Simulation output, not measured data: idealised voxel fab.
process module | voxel wiring stack
cross-section cut | 295 nm wide | cells 5 nm
A cross-section is a grid of square cells, given in bands from the top down. A band is one or more rows of cells.
Each band's line starts with the height of the band's top and of its bottom, in nm. Then come its materials from left to right, each with its width in nm. One material with "throughout" fills the band from edge to edge. "air" is empty space.
Height 0 is the level under which the wafer as received is all one material. The lowest band goes on downwards, as in "0 down".
A width such as "30 to 40" changes by the same amount from each row of cells to the next, from the band's top row to its bottom row.
"no change" after a step means that no cell of the cross-section changed.
closed voids: empty space of 8 cells or more with no open way to the top, each as width x height at its distance from the left edge, in nm
after a step's settings: what the simulator itself notes on the step
overlay nm, on a step with a mask: how far to the right of its planned place the mask lay; to the left if negative
plan
1 op RECEIVE | material Si
2 op CONFORMAL_DEP | material SiO2 | thk nm 15
3 op CONFORMAL_DEP | material SiN | thk nm 5
4 op DIRECTIONAL_DEP | material lowk | thk nm 15
5 op PATTERN | tone open | mask id METAL_1 | material resist | width nm 25 | pitch nm 55 | thk nm 15 | overlay nm 0
6 op DIRECTIONAL_ETCH | etch materials lowk | depth nm 15
7 op DIRECTIONAL_ETCH | etch materials SiN | depth nm 5
8 op STRIP | etch materials resist
9 op CONFORMAL_DEP | material TiN | thk nm 5
10 op FILL_DEP | material Cu | thk nm 10
11 op CMP | height nm 35
12 op CONFORMAL_DEP | material SiCN | thk nm 5
13 op DIRECTIONAL_DEP | material lowk | thk nm 10
14 op PATTERN | tone open | mask id PLUG_1 | material resist | width nm 15 | pitch nm 55 | thk nm 20 | overlay nm 0
15 op DIRECTIONAL_ETCH | etch materials lowk | depth nm 10
16 op DIRECTIONAL_ETCH | etch materials SiCN | depth nm 5
17 op STRIP | etch materials resist
18 op EPI | material Ru | thk nm 10
19 op EPI | material Ru | thk nm 5
20 op CONFORMAL_DEP | material SiCN | thk nm 5
21 op DIRECTIONAL_DEP | material SiO2 | thk nm 25
22 op PATTERN | tone open | mask id METAL_2 | material resist | width nm 25 | pitch nm 55 | thk nm 15 | overlay nm 0
23 op DIRECTIONAL_ETCH | etch materials SiO2 | depth nm 25
24 op DIRECTIONAL_ETCH | etch materials SiCN | depth nm 5
25 op STRIP | etch materials resist
26 op CONFORMAL_DEP | material TiN | thk nm 5
27 op FILL_DEP | material Ru | thk nm 5
28 op CMP | height nm 80
29 op CONFORMAL_DEP | material SiCN | thk nm 5
30 op DIRECTIONAL_DEP | material SiO2 | thk nm 20
31 op MASKED_ETCH | tone open | mask id PLUG_2 | width nm 15 | pitch nm 110 | etch materials SiO2 | depth nm 20 | overlay nm 0
32 op MASKED_ETCH | tone open | mask id PLUG_2 | width nm 15 | pitch nm 110 | etch materials SiCN | depth nm 5 | overlay nm 0
33 op EPI | material Ru | thk nm 10
34 op EPI | material Ru | thk nm 10
35 op EPI | material Ru | thk nm 5
36 op CONFORMAL_DEP | material SiCN | thk nm 5
37 op DIRECTIONAL_DEP | material lowk | thk nm 20
38 op MASKED_ETCH | tone open | mask id METAL_3 | width nm 25 | pitch nm 55 | etch materials lowk | depth nm 20 | overlay nm 0
39 op MASKED_ETCH | tone open | mask id METAL_3 | width nm 25 | pitch nm 55 | etch materials SiCN | depth nm 5 | overlay nm 0
40 op CONFORMAL_DEP | material TiN | thk nm 5
41 op FILL_DEP | material W | thk nm 10
42 op CMP | height nm 130
43 op CONFORMAL_DEP | material SiCN | thk nm 5
44 op DIRECTIONAL_DEP | material SiO2 | thk nm 35
45 op MASKED_ETCH | tone open | mask id METAL_4_HOLES | width nm 15 | pitch nm 55 | etch materials SiO2 | depth nm 35 | overlay nm 0
46 op PATTERN | tone open | mask id METAL_4 | material resist | width nm 25 | pitch nm 55 | thk nm 20 | overlay nm 0
47 op DIRECTIONAL_ETCH | etch materials SiO2 | depth nm 20
48 op DIRECTIONAL_ETCH | etch materials SiCN | depth nm 5
49 op STRIP | etch materials resist
50 op CONFORMAL_DEP | material TiN | thk nm 5
51 op FILL_DEP | material Ru | thk nm 10
52 op CMP | height nm 170
53 op CONFORMAL_DEP | material SiCN | thk nm 5
as received, after step 1
  0 down: Si throughout
  closed voids: none
a wafer at the end: this start, this plan, one mistake
  175 to 170: SiCN throughout
  170 to 155: SiO2 80 | TiN 5 | Ru 15 | TiN 5 | SiO2 30 | TiN 5 | Ru 15 | TiN 5 | SiO2 30 | TiN 5 | Ru 15 | TiN 5 | SiO2 80
  155 to 150: SiO2 80 | TiN 5 | Ru 5 | TiN 15 | SiO2 30 | TiN 5 | Ru 5 | TiN 15 | SiO2 30 | TiN 5 | Ru 5 | TiN 15 | SiO2 80
  150 to 135: SiO2 80 | TiN 5 | Ru 5 | TiN 5 | SiO2 40 | TiN 5 | Ru 5 | TiN 5 | SiO2 40 | TiN 5 | Ru 5 | TiN 5 | SiO2 90
  135 to 130: SiCN 80 | TiN 15 | SiCN 40 | TiN 15 | SiCN 40 | TiN 15 | SiCN 90
  130 to 110: lowk 80 | SiO2 5 | W 15 | SiO2 5 | lowk 30 | SiO2 5 | W 15 | SiO2 5 | lowk 30 | SiO2 5 | W 15 | SiO2 5 | lowk 80
  110 to 105: SiCN 80 | SiO2 25 | SiCN 30 | SiO2 25 | SiCN 30 | SiO2 25 | SiCN 80
  105 to 85: SiO2 80 | Ru 15 | SiO2 95 | Ru 15 | SiO2 90
  85 to 80: SiCN 80 | Ru 15 | SiCN 95 | Ru 15 | SiCN 90
  80 to 55: SiO2 80 | TiN 5 | Ru 15 | TiN 5 | SiO2 30 | TiN 5 | Ru 15 | TiN 5 | SiO2 30 | TiN 5 | Ru 15 | TiN 5 | SiO2 80
  55 to 50: SiCN 80 | TiN 25 | SiCN 30 | TiN 25 | SiCN 30 | TiN 25 | SiCN 80
  50 to 40: lowk 80 | Ru 15 | lowk 40 | Ru 15 | lowk 40 | Ru 15 | lowk 90
  40 to 35: SiCN 80 | Ru 15 | SiCN 40 | Ru 15 | SiCN 40 | Ru 15 | SiCN 90
  35 to 20: lowk 80 | TiN 5 | Cu 15 | TiN 5 | lowk 30 | TiN 5 | Cu 15 | TiN 5 | lowk 30 | TiN 5 | Cu 15 | TiN 5 | lowk 80
  20 to 15: SiN 80 | TiN 25 | SiN 30 | TiN 25 | SiN 30 | TiN 25 | SiN 80
  15 to 0: SiO2 throughout
  0 down: Si throughout
  closed voids: none
what went wrong: step 40 ran as: op CONFORMAL_DEP | material SiO2 | thk nm 5
